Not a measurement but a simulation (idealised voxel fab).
Process module under the name voxel local oxidation
Section cut is 250 nm wide and gridded with 5 nm square cells.
Reading order for cross-sections: top band down to bottom band. Underlying form: a grid of square cells. Band size: one or more rows of cells.
This entry defines a band. It first specifies the height of the band's top and the height of its bottom in nm, and then specifies the band's materials from left to right, stating each material with its width in nm. The word "everywhere" identifies a single material that fills the band from edge to edge, while the word "air" identifies empty space.
Heights from 0 (as-received wafer is one material below). Bottom band endless downward, as "top 0, no bottom".
Think of "30->40" as a width that walks from the first number to the second as you go down the band, top row to bottom row, taking equal-sized steps from row to row.
You'll sometimes find "no modifications" written for a step, and that's the way of saying that nowhere in the cross-section did a cell change during that step.
"Closed internal cavities" specifies each empty space that is not open to the top and that occupies no fewer than 8 cells, using the form width x height at distance, the distance measured from the left edge and all three quantities in nm.
Step line, after settings: the simulator's comment on this step.
On any step carrying a mask, the "overlay nm" setting, if present on the step's line, tells how far right of its planned place the mask lay; negative values point to the left.
[Steps planned for the process]
1,RECEIVE with material Si
2,CONFORMAL_DEP with material SiO2, thk nm 5
3,CONFORMAL_DEP with material SiN, thk nm 15
4,DIRECTIONAL_DEP with material aC, thk nm 15
5,PATTERN with tone cover, mask id ACTIVE, material resist, width nm 125, thk nm 35, overlay nm 0
6,DIRECTIONAL_ETCH with etch materials aC, depth nm 15
7,STRIP with etch materials resist
8,DIRECTIONAL_ETCH with etch materials SiN, depth nm 15
9,STRIP with etch materials aC
10,SELECTIVE_ETCH with etch materials SiO2, depth nm 5
11,OXIDIZE with depth nm 15
12,STRIP with etch materials SiN
[Wafer as received: cross-section following step 1]
top 0, no bottom: Si everywhere
Closed internal cavities: none
[Looking at the first of two wafers in cross-section at end of module - ran to plan]
top 5, bottom 0: air: 65, then SiO2: 115, then air: 70
top 0, bottom -15: SiO2: 80, then Si: 85, then SiO2: 85
top -15, no bottom: Si everywhere
Closed internal cavities: none
[Second wafer cross-section at end of module - shared start and plan with the first, one mistake in the run]
top 5, bottom 0: SiO2: 55, then air: 135, then SiO2: 60
top 0, bottom -15: Si: 40, then SiO2: 165, then Si: 45
top -15, no bottom: Si everywhere
Closed internal cavities: none
Which mistake was made when the wafer was run? for step 5, the planned setting was not used; the step was instead run as PATTERN with tone open, mask id ACTIVE, material resist, width nm 125, thk nm 35, overlay nm 0
By the end, you'd get the same cell count for each material on either wafer, but the second wafer puts them somewhere else.
